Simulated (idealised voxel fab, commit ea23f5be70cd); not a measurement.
Process module in this document: voxel self aligned contacts
cross-section cut | 215 nm wide | cells 5 nm
A cross-section is a grid of square cells, given in bands from the top down. A band is one or more rows of cells. For a band, the entry starts with two heights in nm, that of the top and then that of the bottom, and carries on with the band's materials in order from left to right, each alongside its width in nm; the word "all across" beside a single material means it fills the band edge to edge, and "air" means empty space. For the purposes of this specification, 0 denotes the height below which the wafer in its as-received condition is composed wholly of one material, and the lowermost band, lacking a lower limit, extends downward without end, as expressed in "top 0, no bottom". Width spec "30->40" -> top row of cells at first value, bottom row at second value, equal per-row change in between. Step note "remains unaltered" = no cross-section cell changed. This entry, "Fully closed voids", enumerates those empty regions of no fewer than 8 cells that possess no open connection to the top. Each region is reported in the form width x height at distance, the distance being taken from the left edge, with all three quantities expressed in nm. Past the settings on a step's line: simulator remark, on that step. If you see "overlay nm" on a step's line and that step has a mask, it's telling you how far right of where it was planned the mask ended up; a negative number means it went left instead.
# Process steps (planned)
1. RECEIVE [material Si]
2. OXIDIZE [depth nm 5]
3. DIRECTIONAL_DEP [material polySi] [thk nm 20]
4. DIRECTIONAL_DEP [material SiN] [thk nm 20]
5. MASKED_ETCH [tone cover] [mask id GATE] [width nm 30] [pitch nm 55] [etch materials SiN] [depth nm 20] [overlay nm 0]
6. MASKED_ETCH [tone cover] [mask id GATE] [width nm 30] [pitch nm 55] [etch materials polySi] [depth nm 20] [overlay nm 0]
7. CONFORMAL_DEP [material SiN] [thk nm 5]
8. DIRECTIONAL_ETCH [etch materials SiN] [depth nm 5]
9. FILL_DEP [material SiO2] [thk nm 15]
10. CMP [height nm 50]
11. MASKED_ETCH [tone open] [mask id CONTACT] [width nm 35] [etch materials SiO2] [depth nm 55] [overlay nm 0]
12. CONFORMAL_DEP [material TiN] [thk nm 5]
13. FILL_DEP [material Ru] [thk nm 10]
14. CMP [height nm 50]
15. CONFORMAL_DEP [material SiCN] [thk nm 5]
# So this is the incoming wafer in cross-section - it's already been through step 1
* top 0, no bottom | Si all across
* Fully closed voids: none
# Result of the module, cross-sectioned: start per above, plan per above, one error in how it was run
* top 55, bottom 50 | SiCN all across
* top 50, bottom 45 | SiO2 90 | TiN 5 | Ru 25 | TiN 5 | SiO2 90
* top 45, bottom 40 | SiO2 90 | TiN 35 | SiO2 90
* top 40, bottom 20 | SiN 70 | SiO2 20 | SiN 35 | SiO2 20 | SiN 70
* top 20, bottom 0 | polySi all across
* top 0, bottom -5 | SiO2 all across
* top -5, no bottom | Si all across
* Fully closed voids: none
What was done differently from what was planned? heads up, step 5 didn't go per plan, it actually ran as MASKED_ETCH [tone open] [mask id GATE] [width nm 30] [pitch nm 55] [etch materials SiN] [depth nm 20] [overlay nm 0]
